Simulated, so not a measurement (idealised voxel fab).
Module name: voxel spacer lines (process module)
Xsec cut, 250 nm wide, square cell size 5 nm.
For the purposes of this document, a cross-section shall be understood as a grid of square cells, specified as bands listed in top-to-bottom order, each band consisting of one or more rows of cells. Top, bottom (nm), then materials left to right with widths (nm); lone material tagged "throughout" fills the whole band edge to edge; "blank" = empty space. It should be noted that heights are counted from 0, beneath which the wafer as supplied is of one material throughout, and that the lowest band possesses no lower boundary but continues downward, as written in "0 nm and below". You'd read "30..40" like this: the band's top row of cells is as wide as the first number, its bottom row is as wide as the second, and going down, every row changes width by the same amount as the row before did. "nothing altered" after a step means that no cell of the cross-section changed. Empty spaces counting at least 8 cells and having no open way to the top are listed in "Closed empty spaces". The notation width x height at distance is used for each, the distance being from the left edge and all three values in nm. It should be noted that, on the line of a given step, the content following the step's settings is a remark produced by the simulator itself with respect to that step. You can add "overlay nm" to a step's line. For a step with a mask, it describes how far the mask lay to the right of its planned position, and a negative number describes a lay to the left.

**This section lists the process steps that were planned**
1) RECEIVE: material Si
2) CONFORMAL_DEP: material Al2O3, thk nm 5
3) DIRECTIONAL_DEP: material SiN, thk nm 15
4) DIRECTIONAL_DEP: material aC, thk nm 30
5) PATTERN: tone cover, mask id MANDREL, material resist, width nm 25, pitch nm 70, thk nm 35, overlay nm 0
6) DIRECTIONAL_ETCH: etch materials aC, depth nm 30
7) STRIP: etch materials resist
8) CONFORMAL_DEP: material SiO2, thk nm 10
9) DIRECTIONAL_ETCH: etch materials SiO2, depth nm 10
10) STRIP: etch materials aC
11) DIRECTIONAL_ETCH: etch materials SiN, depth nm 15
12) STRIP: etch materials SiO2

**Cross-section of the wafer at receipt, which is the condition after step 1**
* 0 nm and below  Si throughout
* Closed empty spaces: none

**What the wafer looks like in cross-section after this module, when it starts as shown above and follows the plan above but one mistake is made in running it**
* 15 nm to 0 nm  30 blank; 10 SiN; 25 blank; 10 SiN; 25 blank; 10 SiN; 25 blank; 10 SiN; 25 blank; 10 SiN; 25 blank; 10 SiN; 35 blank
* 0 nm and below  Si throughout
* Closed empty spaces: none
Misprocessing identified: plan step 2 skipped
